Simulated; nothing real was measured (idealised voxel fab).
Presented below is a process module, voxel tone inversion.
Xsec cut, 270 nm wide, square cell size 5 nm.
This document writes a cross-section as a grid whose cells are square, and gives it as bands, listed from the top down; one or more rows of cells form a band.
Top height, bottom height, nm. Materials left to right, width each, nm. Single material + "edge to edge" = fills band edge to edge. "air" = empty.
Height datum 0, below which the as-received substrate wafer is one material. Lowest band open at the bottom, running downward: "0 down".
The notation "30->40" denotes a width that varies across the rows of cells in the band, beginning at the first number in the top row, finishing at the second number in the bottom row, and changing by an identical amount from each row to the next.
You'll sometimes find "everything unchanged" written for a step, and that's the way of saying that nowhere in the cross-section did a cell change during that step.
Heads up: "Entrapped voids" only lists the empty pockets with no open path to the top that are 8 cells or more, and it writes them as width x height at distance, distance from the left edge, in nm.
Text after the settings on a step's line: the simulator's own remark on that step.
overlay nm: mask offset rightward from planned place, masked step; negative means leftward offset.

-- The planned process steps are enumerated hereunder
1,RECEIVE (material Si)
2,CONFORMAL_DEP (material SiCN; thk nm 5)
3,DIRECTIONAL_DEP (material polySi; thk nm 15)
4,PATTERN (tone cover; mask id POSTS; material resist; width nm 25; pitch nm 45; thk nm 25; overlay nm -15)
5,DIRECTIONAL_ETCH (etch materials polySi; depth nm 15)
6,STRIP (etch materials resist)
7,FILL_DEP (material lowk; thk nm 5)
8,CMP (height nm 20)
9,STRIP (etch materials polySi)
Same starting wafers, different overlay nm at step 4. Plan value belongs to the first wafer.

-- Cut through the first of several wafers as received, post step 1
	0 down | Si edge to edge
	Entrapped voids: none

-- After the module's final step, step 9: the first of several wafers in cross-section
	20 to 5 | 60 lowk  25 air  20 lowk  25 air  20 lowk  25 air  95 lowk
	5 to 0 | SiCN edge to edge
	0 down | Si edge to edge
	Entrapped voids: none

-- Final wafer cross-section at module end
	20 to 5 | 90 lowk  25 air  20 lowk  25 air  20 lowk  25 air  65 lowk
	5 to 0 | SiCN edge to edge
	0 down | Si edge to edge
	Entrapped voids: none

-- Below: a row per wafer. Contents at end of module: for every material, cells gained since receipt (+) or lost since receipt (-); then closed voids
overlay nm -15; +54 SiCN; +117 lowk; Entrapped voids: none
overlay nm -10; +54 SiCN; +117 lowk; Entrapped voids: none
overlay nm -5; +54 SiCN; +117 lowk; Entrapped voids: none
overlay nm 0; +54 SiCN; +117 lowk; Entrapped voids: none
overlay nm 5; +54 SiCN; +117 lowk; Entrapped voids: none
overlay nm 10; +54 SiCN; +117 lowk; Entrapped voids: none
overlay nm 15; +54 SiCN; +117 lowk; Entrapped voids: none
